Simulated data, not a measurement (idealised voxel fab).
The following process module bears the name voxel wiring stack.
For reference, the cross-section in this document is cut, with width 145 nm and square cells of 5 nm.
A cross-section is a grid of square cells, given in bands from the top down. A band is one or more rows of cells.
Band entry format. Leading values: height of top, height of bottom, nm. Remainder: materials in left-to-right order, each with its width in nm. Special words: "full width" on a single material, which then fills the band edge to edge; "blank", empty space.
Height reference: 0 = level under which incoming wafer is all one material. Lowest band: no bottom, runs on downward, e.g. "0..down".
With a width like "30->40", each row of cells in the band differs from the next by the same amount, the top row carrying the first number and the bottom row the second.
"everything unchanged" for a step: no cell of the cross-section changed in that step.
Entry "Non-vented voids" = empty spaces >= 8 cells with no open way to the top; each as width x height at distance, distance from left edge, all nm.
Note: text after step settings on the step line = simulator remark on that step.
The line of a step may include "overlay nm". On a step with a mask, this value is how far to the right of its planned place the mask lay. A negative value means the mask lay to the left.
PROCESS STEPS (PLANNED)
| 1 | RECEIVE (material Si) |
| 2 | CONFORMAL_DEP (material SiO2; thk nm 10) |
| 3 | DIRECTIONAL_DEP (material TiN; thk nm 5) |
| 4 | DIRECTIONAL_DEP (material Ru; thk nm 20) |
| 5 | PATTERN (tone cover; mask id METAL_1; material resist; width nm 30; pitch nm 55; thk nm 20; overlay nm 0) |
| 6 | DIRECTIONAL_ETCH (etch materials Ru; depth nm 20) |
| 7 | DIRECTIONAL_ETCH (etch materials TiN; depth nm 5) |
| 8 | STRIP (etch materials resist) |
| 9 | CONFORMAL_DEP (material SiCN; thk nm 5) |
| 10 | FILL_DEP (material SiO2; thk nm 10) |
| 11 | CMP (height nm 35) |
| 12 | CONFORMAL_DEP (material SiCN; thk nm 5) |
| 13 | DIRECTIONAL_DEP (material SiO2; thk nm 10) |
| 14 | MASKED_ETCH (tone open; mask id PLUG_1; width nm 15; etch materials SiO2; depth nm 10; overlay nm 0) |
| 15 | MASKED_ETCH (tone open; mask id PLUG_1; width nm 15; etch materials SiCN; depth nm 5; overlay nm 0) |
| 16 | CONFORMAL_DEP (material TiN; thk nm 5) |
| 17 | FILL_DEP (material W; thk nm 10) |
| 18 | CMP (height nm 50) |
| 19 | CONFORMAL_DEP (material SiCN; thk nm 5) |
| 20 | DIRECTIONAL_DEP (material lowk; thk nm 20) |
| 21 | DIRECTIONAL_DEP (material aC; thk nm 10) |
| 22 | PATTERN (tone open; mask id METAL_2; material resist; width nm 30; pitch nm 55; thk nm 30; overlay nm 0) |
| 23 | DIRECTIONAL_ETCH (etch materials aC; depth nm 10) |
| 24 | STRIP (etch materials resist) |
| 25 | DIRECTIONAL_ETCH (etch materials lowk; depth nm 20) |
| 26 | DIRECTIONAL_ETCH (etch materials SiCN; depth nm 5) |
| 27 | STRIP (etch materials aC) |
| 28 | CONFORMAL_DEP (material TiN; thk nm 5) |
| 29 | FILL_DEP (material Cu; thk nm 5) |
| 30 | CMP (height nm 75) |
| 31 | CONFORMAL_DEP (material SiCN; thk nm 5) |
| 32 | DIRECTIONAL_DEP (material SiO2; thk nm 20) |
| 33 | DIRECTIONAL_DEP (material aC; thk nm 10) |
| 34 | PATTERN (tone open; mask id PLUG_2; material resist; width nm 15; pitch nm 55; thk nm 30; overlay nm 0) |
| 35 | DIRECTIONAL_ETCH (etch materials aC; depth nm 10) |
| 36 | STRIP (etch materials resist) |
| 37 | DIRECTIONAL_ETCH (etch materials SiO2; depth nm 20) |
| 38 | DIRECTIONAL_ETCH (etch materials SiCN; depth nm 5) |
| 39 | STRIP (etch materials aC) |
| 40 | CONFORMAL_DEP (material TiN; thk nm 5) |
| 41 | FILL_DEP (material W; thk nm 10) |
| 42 | CMP (height nm 100) |
| 43 | DIRECTIONAL_DEP (material TiN; thk nm 5) |
| 44 | DIRECTIONAL_DEP (material Ru; thk nm 25) |
| 45 | MASKED_ETCH (tone cover; mask id METAL_3; width nm 30; pitch nm 55; etch materials Ru; depth nm 25; overlay nm 0) |
| 46 | MASKED_ETCH (tone cover; mask id METAL_3; width nm 30; pitch nm 55; etch materials TiN; depth nm 5; overlay nm 0) |
| 47 | FILL_DEP (material SiO2; thk nm 10) |
| 48 | CMP (height nm 130) |
| 49 | CONFORMAL_DEP (material SiN; thk nm 5) |
STEP 1 COMPLETE: CROSS-SECTION OF THE WAFER AS RECEIVED
> 0..down = Si full width
> Non-vented voids: none
CROSS-SECTION TAKEN AT MODULE COMPLETION ON THE FIRST OF TWO WAFERS; PROCESSED PER THE PLAN
> 135..130 = SiN full width
> 130..105 = SiO2: 30 | Ru: 30 | SiO2: 25 | Ru: 30 | SiO2: 30
> 105..100 = SiO2: 30 | TiN: 30 | SiO2: 25 | TiN: 30 | SiO2: 30
> 100..80 = SiO2: 30 | TiN: 5 | W: 5 | TiN: 5 | SiO2: 40 | TiN: 5 | W: 5 | TiN: 5 | SiO2: 45
> 80..75 = SiCN: 30 | TiN: 15 | SiCN: 40 | TiN: 15 | SiCN: 45
> 75..55 = lowk: 30 | TiN: 5 | Cu: 20 | TiN: 5 | lowk: 25 | TiN: 5 | Cu: 20 | TiN: 5 | lowk: 30
> 55..50 = SiCN: 30 | TiN: 30 | SiCN: 25 | TiN: 30 | SiCN: 30
> 50..40 = SiO2: 30 | TiN: 5 | W: 5 | TiN: 5 | SiO2: 100
> 40..35 = SiCN: 30 | TiN: 15 | SiCN: 100
> 35..15 = SiO2: 25 | SiCN: 5 | Ru: 30 | SiCN: 5 | SiO2: 15 | SiCN: 5 | Ru: 30 | SiCN: 5 | SiO2: 25
> 15..10 = SiCN: 30 | TiN: 30 | SiCN: 25 | TiN: 30 | SiCN: 30
> 10..0 = SiO2 full width
> 0..down = Si full width
> Non-vented voids: none
SECOND WAFER CROSS-SECTION AT END OF MODULE - SHARED START AND PLAN WITH THE FIRST, ONE MISTAKE IN THE RUN
> 135..130 = SiN full width
> 130..125 = SiO2: 30 | TiN: 30 | SiO2: 25 | TiN: 30 | SiO2: 30
> 125..100 = Ru full width
> 100..80 = SiO2: 30 | TiN: 5 | W: 5 | TiN: 5 | SiO2: 40 | TiN: 5 | W: 5 | TiN: 5 | SiO2: 45
> 80..75 = SiCN: 30 | TiN: 15 | SiCN: 40 | TiN: 15 | SiCN: 45
> 75..55 = lowk: 30 | TiN: 5 | Cu: 20 | TiN: 5 | lowk: 25 | TiN: 5 | Cu: 20 | TiN: 5 | lowk: 30
> 55..50 = SiCN: 30 | TiN: 30 | SiCN: 25 | TiN: 30 | SiCN: 30
> 50..40 = SiO2: 30 | TiN: 5 | W: 5 | TiN: 5 | SiO2: 100
> 40..35 = SiCN: 30 | TiN: 15 | SiCN: 100
> 35..15 = SiO2: 25 | SiCN: 5 | Ru: 30 | SiCN: 5 | SiO2: 15 | SiCN: 5 | Ru: 30 | SiCN: 5 | SiO2: 25
> 15..10 = SiCN: 30 | TiN: 30 | SiCN: 25 | TiN: 30 | SiCN: 30
> 10..0 = SiO2 full width
> 0..down = Si full width
> Non-vented voids: none
Processing error: steps 43 and 44 run out of order (swapped)
The second wafer ends with more or fewer cells of some materials than the first, per final count: 85 more of Ru | 85 fewer of SiO2
